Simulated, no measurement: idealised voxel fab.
Process module under the name voxel transistor to metal
The figure presents cross-section cut, which has a width of 190 nm and is divided into square cells with an edge length of 5 nm.
Cross-section spec: square-cell grid; bands listed top down; each band is one or more rows.
Within each band entry, the heights of the top and of the bottom of the band appear first, in that order and in nm; the materials of the band then follow from left to right, each with its corresponding width in nm. The designation "edge to edge" on a single material indicates that it fills the band from edge to edge; the designation "blank" indicates empty space.
Convention: height 0 is the level below which the wafer, as received, is all one material. The lowest band does not terminate at the bottom but continues downward, represented as "from 0 down".
You'd read "30->40" like this: the band's top row of cells is as wide as the first number, its bottom row is as wide as the second, and going down, every row changes width by the same amount as the row before did.
For the purposes of this document, the phrase "no alterations made" attached to a step denotes that no cell within the cross-section was modified by that step.
Look at "Trapped voids" for the closed voids: empty spaces with no open path to the top, sized 8 cells or up. Each is width x height at distance, distance from the left edge, all nm.
On a step's line, text after the settings is the simulator commenting on that step.
The setting "overlay nm" may be written on the line of a step. When the step uses a mask, the value reports how far to the right of the planned place the mask lay, and a negative value reports that it lay to the left.

**Steps in the process plan**
| 1 | RECEIVE,material Si |
| 2 | CONFORMAL_DEP,material SiO2,thk nm 5 |
| 3 | CONFORMAL_DEP,material SiN,thk nm 10 |
| 4 | DIRECTIONAL_DEP,material aC,thk nm 10 |
| 5 | PATTERN,tone cover,mask id ACTIVE,material resist,width nm 115,thk nm 25,overlay nm 0 |
| 6 | DIRECTIONAL_ETCH,etch materials aC,depth nm 10 |
| 7 | STRIP,etch materials resist |
| 8 | DIRECTIONAL_ETCH,etch materials SiN,depth nm 10 |
| 9 | DIRECTIONAL_ETCH,etch materials SiO2,depth nm 5 |
| 10 | DIRECTIONAL_ETCH,etch materials Si,depth nm 35 |
| 11 | STRIP,etch materials aC |
| 12 | FILL_DEP,material SiO2,thk nm 5 |
| 13 | CMP,height nm 15 |
| 14 | SELECTIVE_ETCH,etch materials SiO2,depth nm 10 |
| 15 | STRIP,etch materials SiN |
| 16 | SELECTIVE_ETCH,etch materials SiO2,depth nm 5 |
| 17 | OXIDIZE,depth nm 5 |
| 18 | DIRECTIONAL_DEP,material polySi,thk nm 25 |
| 19 | DIRECTIONAL_DEP,material SiCN,thk nm 10 |
| 20 | MASKED_ETCH,tone cover,mask id GATE,width nm 25,etch materials SiCN,depth nm 20,overlay nm 0 |
| 21 | MASKED_ETCH,tone cover,mask id GATE,width nm 25,etch materials polySi,depth nm 35,overlay nm 0 |
| 22 | CONFORMAL_DEP,material SiN,thk nm 10 |
| 23 | DIRECTIONAL_ETCH,etch materials SiN,depth nm 10 |
| 24 | DIRECTIONAL_ETCH,etch materials SiO2,depth nm 5 |
| 25 | EPI,material nSi,thk nm 5 |
| 26 | FILL_DEP,material SiO2,thk nm 10 |
| 27 | CMP,height nm 25 |
| 28 | STRIP,etch materials polySi |
| 29 | SELECTIVE_ETCH,etch materials SiO2,depth nm 5 |
| 30 | CONFORMAL_DEP,material HfO2,thk nm 5 |
| 31 | CONFORMAL_DEP,material TiN,thk nm 5 |
| 32 | FILL_DEP,material W,thk nm 5 |
| 33 | CMP,height nm 20 |
| 34 | DIRECTIONAL_DEP,material SiO2,thk nm 10 |
| 35 | PATTERN,tone open,mask id CONTACT,material resist,width nm 20,pitch nm 75,thk nm 20,overlay nm 0 |
| 36 | DIRECTIONAL_ETCH,etch materials SiO2,depth nm 30 |
| 37 | STRIP,etch materials resist |
| 38 | CONFORMAL_DEP,material TiN,thk nm 5 |
| 39 | FILL_DEP,material W,thk nm 10 |
| 40 | CMP,height nm 30 |
| 41 | DIRECTIONAL_DEP,material TiN,thk nm 5 |
| 42 | DIRECTIONAL_DEP,material Ru,thk nm 15 |
| 43 | PATTERN,tone cover,mask id METAL_1,material resist,width nm 20,pitch nm 75,thk nm 15,overlay nm 0 |
| 44 | DIRECTIONAL_ETCH,etch materials Ru,depth nm 15 |
| 45 | DIRECTIONAL_ETCH,etch materials TiN,depth nm 5 |
| 46 | STRIP,etch materials resist |
| 47 | CONFORMAL_DEP,material SiN,thk nm 5 |
| 48 | FILL_DEP,material lowk,thk nm 5 |
| 49 | CMP,height nm 50 |
| 50 | CONFORMAL_DEP,material SiN,thk nm 5 |

**Cross-section of the wafer upon arrival, representing the state reached after step 1**
- from 0 down = Si edge to edge
- Trapped voids: none

**Wafer cross-section at module end: first of two, run to plan**
- from 55 to 50 = SiN edge to edge
- from 50 to 35 = lowk: 40, SiN: 5, Ru: 20, SiN: 5, lowk: 45, SiN: 5, Ru: 20, SiN: 5, lowk: 45
- from 35 to 30 = SiN: 45, TiN: 20, SiN: 55, TiN: 20, SiN: 50
- from 30 to 20 = SiO2: 45, TiN: 5, W: 10, TiN: 5, SiO2: 55, TiN: 5, W: 10, TiN: 5, SiO2: 50
- from 20 to 5 = SiO2: 45, TiN: 5, W: 10, TiN: 5, SiO2: 5, SiN: 10, HfO2: 5, TiN: 5, W: 5, TiN: 5, HfO2: 5, SiN: 10, SiO2: 5, TiN: 5, W: 10, TiN: 5, SiO2: 50
- from 5 to 0 = SiO2: 45, TiN: 20, SiO2: 5, SiN: 10, HfO2: 5, TiN: 15, HfO2: 5, SiN: 10, SiO2: 5, TiN: 20, SiO2: 50
- from 0 to -5 = SiO2: 30, nSi: 40, SiO2: 5, HfO2: 35, SiO2: 5, nSi: 40, SiO2: 35
- from -5 to -35 = SiO2: 35, Si: 115, SiO2: 40
- from -35 down = Si edge to edge
- Trapped voids: none

**Cross-sectional image of the second wafer of the two following completion of the module. Starting state and process plan were the same as for the first wafer; one execution error occurred**
- from 55 to 50 = SiN edge to edge
- from 50 to 35 = lowk: 40, SiN: 5, Ru: 20, SiN: 5, lowk: 45, SiN: 5, Ru: 20, SiN: 5, lowk: 45
- from 35 to 30 = SiN: 45, TiN: 20, SiN: 55, TiN: 20, SiN: 50
- from 30 to 20 = SiO2: 45, TiN: 5, W: 10, TiN: 5, SiO2: 55, TiN: 5, W: 10, TiN: 5, SiO2: 50
- from 20 to 5 = SiO2: 45, TiN: 5, W: 10, TiN: 5, SiO2: 5, SiN: 10, HfO2: 5, TiN: 5, W: 5, TiN: 5, HfO2: 5, SiN: 10, SiO2: 5, TiN: 5, W: 10, TiN: 5, SiO2: 50
- from 5 to 0 = SiO2: 45, TiN: 20, SiO2: 5, SiN: 10, HfO2: 5, TiN: 15, HfO2: 5, SiN: 10, SiO2: 5, TiN: 20, SiO2: 50
- from 0 to -5 = SiO2: 35, nSi: 35, SiO2: 5, HfO2: 35, SiO2: 5, nSi: 35, SiO2: 40
- from -5 to -35 = SiO2: 40, Si: 105, SiO2: 45
- from -35 down = Si edge to edge
- Trapped voids: none
Against the plan, the run slipped here: step 5 was not run as planned; what actually ran was PATTERN,tone cover,mask id ACTIVE,material resist,width nm 105,thk nm 25,overlay nm 0
In the final state, the cell counts of the second wafer exceed or fall short of those of the first for the following materials: -12 Si, +14 SiO2, -2 nSi
